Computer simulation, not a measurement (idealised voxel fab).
Herein follows the process module entitled voxel released beams.
The width of the displayed cross-section, cut, is 185 nm; its cells are square, with a size of 5 nm.
Reading order for cross-sections: top band down to bottom band. Underlying form: a grid of square cells. Band size: one or more rows of cells.
It is stipulated that each band's entry specify, in nanometres, the height of the top of the band and then that of its bottom, followed by the materials of the band in left-to-right sequence, each together with its width in nanometres. A single material marked by the word "throughout" is understood to fill the band from edge to edge; the word "air" is understood to denote empty space.
Measure heights from 0. That's the level where, below it, the as-received wafer is all one material. The lowest band is bottomless and extends downward; write it as in "0 and below".
With a width like "30..40", each row of cells in the band differs from the next by the same amount, the top row carrying the first number and the bottom row the second.
"no change occurred" for a step: no cell of the cross-section changed in that step.
In "Entrapped void list" the enclosed voids are listed, meaning empty spaces of 8 cells or larger without any opening to the top. The form is width x height at distance, distance from the left edge, units nm.
Whatever follows a step's settings on its line is a remark the simulator itself makes about that step.
Among the settings permitted on a step's line is "overlay nm"; applied to a step with a mask, it specifies the extent to which the mask lay to the right of its planned position, whereas a negative figure signifies a position to the left.
[Set out below are the planned steps of the process]
1: RECEIVE with material Si
2: CONFORMAL_DEP with material Al2O3, thk nm 5
3: DIRECTIONAL_DEP with material SiO2, thk nm 20
4: MASKED_ETCH with tone open, mask id ANCHOR, width nm 25, etch materials SiO2, depth nm 20, overlay nm 0
5: CONFORMAL_DEP with material SiN, thk nm 10
6: DIRECTIONAL_DEP with material aC, thk nm 15
7: PATTERN with tone cover, mask id BEAM, material resist, width nm 110, thk nm 35, overlay nm -15
8: DIRECTIONAL_ETCH with etch materials aC, depth nm 15
9: STRIP with etch materials resist
10: DIRECTIONAL_ETCH with etch materials SiN, depth nm 10
11: STRIP with etch materials aC
12: STRIP with etch materials SiO2
What sets these wafers apart? The overlay nm at step 7. They all start alike, and the plan carries the first wafer's value.
[The first of several wafers, as received after step 1, seen in section]
    0 and below: Si throughout
    Entrapped void list: none
[Take a look at the first of several wafers in cross-section: the module is done, and step 12 was its last step]
    35 down to 25: 20 of air, 30 of SiN, 5 of air, 75 of SiN, 55 of air
    25 down to 15: 40 of air, 10 of SiN, 5 of air, 10 of SiN, 120 of air
    15 down to 5: 40 of air, 25 of SiN, 120 of air
    5 down to 0: Al2O3 throughout
    0 and below: Si throughout
    Entrapped void list: none
[End of module, last wafer sectioned]
    35 down to 25: 55 of air, 105 of SiN, 25 of air
    25 down to 15: 40 of air, 10 of SiN, 5 of air, 10 of SiN, 120 of air
    15 down to 5: 40 of air, 25 of SiN, 120 of air
    5 down to 0: Al2O3 throughout
    0 and below: Si throughout
    Entrapped void list: none
[Table: wafers, a row each; end-of-module cell change per material since receipt, gain (+), loss (-); then closed voids]
overlay nm -15; +37 Al2O3; +60 SiN; Entrapped void list: none
overlay nm -10; +37 Al2O3; +60 SiN; Entrapped void list: none
overlay nm -5; +37 Al2O3; +60 SiN; Entrapped void list: none
overlay nm 0; +37 Al2O3; +60 SiN; Entrapped void list: none
overlay nm 5; +37 Al2O3; +60 SiN; Entrapped void list: none
overlay nm 10; +37 Al2O3; +60 SiN; Entrapped void list: none
overlay nm 15; +37 Al2O3; +60 SiN; Entrapped void list: none
